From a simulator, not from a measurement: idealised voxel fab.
Title: Process Module voxel air gaps
Cross-section cut: width 275 nm, square cells of 5 nm.
When this document writes out a cross-section, it uses a grid of square cells and lists it as bands, beginning at the top and moving down, with a band standing for one or more rows of cells. A band entry consists of two parts. The first gives the height of the band's top and the height of its bottom, in nm. The rest lists the band's materials from left to right, each with its width in nm. A single material labelled with the word "throughout" fills the band from edge to edge, and the word "empty" marks empty space. Counting heights begins at 0, where everything beneath is, in the wafer as received, one material. The lowest band has no bottom; it goes on downwards, as "0 and below" shows. The two numbers in a width such as "30..40" mark its ends across the band: the first belongs to the top row of cells, the second to the bottom row, and from each row to the next the width moves by the same amount. Where a step carries "remains unaltered", the cross-section came out of it unchanged, cell for cell. Closed empty spaces (no open way to the top) of 8 cells or more are what "Enclosed cavities" lists, each as width x height at distance from the left edge, nm for all three. Anything after a step's settings on that line? It's the simulator's own note about the step. The line of a step may include "overlay nm". On a step with a mask, this value is how far to the right of its planned place the mask lay. A negative value means the mask lay to the left.

**The steps planned for the process are as follows**
1: RECEIVE,material Si
2: CONFORMAL_DEP,material SiO2,thk nm 10
3: CONFORMAL_DEP,material SiCN,thk nm 5
4: DIRECTIONAL_DEP,material SiO2,thk nm 35
5: PATTERN,tone open,mask id LINES,material resist,width nm 20,pitch nm 50,thk nm 20,overlay nm 0
6: DIRECTIONAL_ETCH,etch materials SiO2,depth nm 35
7: STRIP,etch materials resist
8: CONFORMAL_DEP,material TiN,thk nm 5
9: FILL_DEP,material Cu,thk nm 10
10: CMP,height nm 50
11: EPI,material Ru,thk nm 10
12: SELECTIVE_ETCH,etch materials SiO2,depth nm 45
13: CONFORMAL_DEP,material SiCN,thk nm 5

**Shown in cross-section is the wafer as received, that is, as it stands after step 1**
    0 and below | Si throughout
    Enclosed cavities: none

**Figure: cross-sectional view of the wafer upon completion of the module, processed from the initial state and according to the plan depicted above, with one error introduced during execution**
    65 down to 60 | 60 nm empty, 150 nm SiCN, 65 nm empty
    60 down to 50 | 60 nm empty, 5 nm SiCN, 40 nm Ru, 10 nm SiCN, 40 nm Ru, 10 nm SiCN, 40 nm Ru, 5 nm SiCN, 65 nm empty
    50 down to 20 | 60 nm empty, 5 nm SiCN, 10 nm Ru, 5 nm TiN, 10 nm Cu, 5 nm TiN, 10 nm Ru, 10 nm SiCN, 10 nm Ru, 5 nm TiN, 10 nm Cu, 5 nm TiN, 10 nm Ru, 10 nm SiCN, 10 nm Ru, 5 nm TiN, 10 nm Cu, 5 nm TiN, 10 nm Ru, 5 nm SiCN, 65 nm empty
    20 down to 15 | 65 nm SiCN, 10 nm Ru, 20 nm TiN, 10 nm Ru, 10 nm SiCN, 10 nm Ru, 20 nm TiN, 10 nm Ru, 10 nm SiCN, 10 nm Ru, 20 nm TiN, 10 nm Ru, 70 nm SiCN
    15 down to 10 | SiCN throughout
    10 down to 0 | SiO2 throughout
    0 and below | Si throughout
    Enclosed cavities: none
The plan and the run diverged here: plan vs actual: 11 and 12 interchanged
